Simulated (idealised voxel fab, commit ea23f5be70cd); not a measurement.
Title: Process Module voxel ribs on slabs
Square cell edge 5 nm, section width 255 nm, ID cut.
Bands, listed from the top down, are how a cross-section gets written in this document; the cross-section itself is a grid of square cells, and a band is one or more rows of them.
For a band, the entry starts with two heights in nm, that of the top and then that of the bottom, and carries on with the band's materials in order from left to right, each alongside its width in nm; the word "all across" beside a single material means it fills the band edge to edge, and "air" means empty space.
It should be noted that heights are counted from 0, beneath which the wafer as supplied is of one material throughout, and that the lowest band possesses no lower boundary but continues downward, as written in "z 0 and below".
Width: "30 to 40" (first number = top row, second number = bottom row, same change from row to row of cells).
Any step labelled "no modifications" changed none of the cells in the cross-section.
"Voids, enclosed" contains a list of empty spaces, each no smaller than 8 cells and without an open way to the top, written in the form width x height at distance with the distance from the left edge and all three in nm.
That trailing text on a step's line, after the settings, is the simulator's own remark on the step.
overlay nm, on a step with a mask: how far to the right of its planned place the mask lay; to the left if negative

### So here's the lineup of process steps we planned
1: RECEIVE [material Si]
2: DIRECTIONAL_DEP [material SiO2] [thk nm 25]
3: DIRECTIONAL_DEP [material polySi] [thk nm 15]
4: MASKED_ETCH [tone cover] [mask id RIB] [width nm 30] [etch materials polySi] [depth nm 5] [overlay nm 0]
5: DIRECTIONAL_DEP [material aC] [thk nm 10]
6: PATTERN [tone cover] [mask id SLAB] [material resist] [width nm 70] [thk nm 30] [overlay nm 0]
7: DIRECTIONAL_ETCH [etch materials aC] [depth nm 10]
8: STRIP [etch materials resist]
9: DIRECTIONAL_ETCH [etch materials polySi] [depth nm 10]
10: STRIP [etch materials aC]
11: FILL_DEP [material SiO2] [thk nm 30]
12: CMP [height nm 60]
13: DIRECTIONAL_DEP [material TiN] [thk nm 10]
14: MASKED_ETCH [tone cover] [mask id HEATER] [width nm 40] [etch materials TiN] [depth nm 10] [overlay nm 0]
15: CONFORMAL_DEP [material SiO2] [thk nm 5]

### Cross-section of the wafer as it came to us, i.e., already through step 1
  z 0 and below = Si all across
  Voids, enclosed: none

### The plan above was carried out on the starting structure above with one mistake, and this cross-section shows the wafer at the end of the module
  z 75 to 70 = 100 air  50 SiO2  105 air
  z 70 to 65 = 100 air  5 SiO2  40 TiN  5 SiO2  105 air
  z 65 to 60 = 105 SiO2  40 TiN  110 SiO2
  z 60 to 30 = SiO2 all across
  z 30 to 25 = 110 SiO2  30 polySi  115 SiO2
  z 25 to 15 = 90 SiO2  70 polySi  95 SiO2
  z 15 to 0 = SiO2 all across
  z 0 and below = Si all across
  Voids, enclosed: none
what went wrong: heads up, step 2 didn't go per plan, it actually ran as DIRECTIONAL_DEP [material SiO2] [thk nm 15]
